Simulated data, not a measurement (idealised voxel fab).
process module | voxel ribs on slabs
cross-section cut | 170 nm wide | cells 5 nm
A cross-section is a grid of square cells, given in bands from the top down. A band is one or more rows of cells.
Each band's line starts with the height of the band's top and of its bottom, in nm. Then come its materials from left to right, each with its width in nm. One material with "throughout" fills the band from edge to edge. "air" is empty space.
Height 0 is the level under which the wafer as received is all one material. The lowest band goes on downwards, as in "0 down".
A width such as "30 to 40" changes by the same amount from each row of cells to the next, from the band's top row to its bottom row.
"no change" after a step means that no cell of the cross-section changed.
closed voids: empty space of 8 cells or more with no open way to the top, each as width x height at its distance from the left edge, in nm
after a step's settings: what the simulator itself notes on the step
overlay nm, on a step with a mask: how far to the right of its planned place the mask lay; to the left if negative
plan
1 op RECEIVE | material Si
2 op DIRECTIONAL_DEP | material SiO2 | thk nm 30
3 op DIRECTIONAL_DEP | material polySi | thk nm 25
4 op DIRECTIONAL_DEP | material aC | thk nm 10
5 op PATTERN | tone cover | mask id RIB | material resist | width nm 25 | thk nm 30 | overlay nm 0
6 op DIRECTIONAL_ETCH | etch materials aC | depth nm 10
7 op STRIP | etch materials resist
8 op DIRECTIONAL_ETCH | etch materials polySi | depth nm 10
9 op STRIP | etch materials aC
10 op MASKED_ETCH | tone cover | mask id SLAB | width nm 55 | etch materials polySi | depth nm 15 | overlay nm 0
11 op FILL_DEP | material SiO2 | thk nm 25
12 op CMP | height nm 75
13 op DIRECTIONAL_DEP | material W | thk nm 10
14 op DIRECTIONAL_DEP | material aC | thk nm 15
15 op PATTERN | tone cover | mask id HEATER | material resist | width nm 35 | thk nm 30 | overlay nm 0
16 op DIRECTIONAL_ETCH | etch materials aC | depth nm 15
17 op STRIP | etch materials resist
18 op DIRECTIONAL_ETCH | etch materials W | depth nm 10
19 op STRIP | etch materials aC
20 op CONFORMAL_DEP | material SiO2 | thk nm 5
first wafer, as planned
as received, after step 1
  0 down: Si throughout
  closed voids: none
after step 2
  30 to 0: SiO2 throughout
  below 0: unchanged
after step 3
  55 to 30: polySi throughout
  below 30: unchanged
after step 4
  65 to 55: aC throughout
  below 55: unchanged
after step 5
  95 to 65: air 70 | resist 25 | air 75
  below 65: unchanged
after step 6
  85 to 65: air 70 | resist 25 | air 75
  65 to 55: air 70 | aC 25 | air 75
  below 55: unchanged
after step 7
  65 to 55: air 70 | aC 25 | air 75
  below 55: unchanged
after step 8
  65 to 55: air 70 | aC 25 | air 75
  55 to 45: air 70 | polySi 25 | air 75
  below 45: unchanged
after step 9
  55 to 45: air 70 | polySi 25 | air 75
  below 45: unchanged
after step 10
  55 to 45: air 70 | polySi 25 | air 75
  45 to 30: air 55 | polySi 55 | air 60
  below 30: unchanged
after step 11
  80 to 55: SiO2 throughout
  55 to 45: SiO2 70 | polySi 25 | SiO2 75
  45 to 30: SiO2 55 | polySi 55 | SiO2 60
  below 30: unchanged
after step 12
  75 to 55: SiO2 throughout
  below 55: unchanged
after step 13
  85 to 75: W throughout
  below 75: unchanged
after step 14
  100 to 85: aC throughout
  below 85: unchanged
after step 15
  130 to 100: air 65 | resist 35 | air 70
  below 100: unchanged
after step 16
  115 to 100: air 65 | resist 35 | air 70
  100 to 85: air 65 | aC 35 | air 70
  below 85: unchanged
after step 17
  100 to 85: air 65 | aC 35 | air 70
  below 85: unchanged
after step 18
  100 to 85: air 65 | aC 35 | air 70
  85 to 75: air 65 | W 35 | air 70
  below 75: unchanged
after step 19
  85 to 75: air 65 | W 35 | air 70
  below 75: unchanged
after step 20
  90 to 85: air 60 | SiO2 45 | air 65
  85 to 80: air 60 | SiO2 5 | W 35 | SiO2 5 | air 65
  80 to 75: SiO2 65 | W 35 | SiO2 70
  below 75: unchanged
second wafer: like start, like plan, one mistake. Through step 4 it matches the first wafer
when step 5 should have ended
  95 to 65: resist 70 | air 25 | resist 75
  below 65: unchanged
when step 6 should have ended
  85 to 65: resist 70 | air 25 | resist 75
  65 to 55: aC 70 | air 25 | aC 75
  below 55: unchanged
when step 7 should have ended
  65 to 55: aC 70 | air 25 | aC 75
  below 55: unchanged
when step 8 should have ended
  65 to 55: aC 70 | air 25 | aC 75
  55 to 45: polySi 70 | air 25 | polySi 75
  below 45: unchanged
when step 9 should have ended
  55 to 45: polySi 70 | air 25 | polySi 75
  below 45: unchanged
when step 10 should have ended
  55 to 45: air 55 | polySi 15 | air 25 | polySi 15 | air 60
  45 to 40: air 55 | polySi 55 | air 60
  below 40: unchanged
when step 11 should have ended
  80 to 55: SiO2 throughout
  55 to 45: SiO2 55 | polySi 15 | SiO2 25 | polySi 15 | SiO2 60
  45 to 40: SiO2 55 | polySi 55 | SiO2 60
  below 40: unchanged
when step 12 should have ended
  75 to 55: SiO2 throughout
  below 55: unchanged
when step 13 should have ended
  85 to 75: W throughout
  below 75: unchanged
when step 14 should have ended
  100 to 85: aC throughout
  below 85: unchanged
when step 15 should have ended
  130 to 100: air 65 | resist 35 | air 70
  below 100: unchanged
when step 16 should have ended
  115 to 100: air 65 | resist 35 | air 70
  100 to 85: air 65 | aC 35 | air 70
  below 85: unchanged
when step 17 should have ended
  100 to 85: air 65 | aC 35 | air 70
  below 85: unchanged
when step 18 should have ended
  100 to 85: air 65 | aC 35 | air 70
  85 to 75: air 65 | W 35 | air 70
  below 75: unchanged
when step 19 should have ended
  85 to 75: air 65 | W 35 | air 70
  below 75: unchanged
when step 20 should have ended
  90 to 85: air 60 | SiO2 45 | air 65
  85 to 80: air 60 | SiO2 5 | W 35 | SiO2 5 | air 65
  80 to 75: SiO2 65 | W 35 | SiO2 70
  below 75: unchanged
what went wrong: step 5 ran as: op PATTERN | tone open | mask id RIB | material resist | width nm 25 | thk nm 30 | overlay nm 0
at the end the second wafer has, in cells: 48 fewer of SiO2 | 48 more of polySi
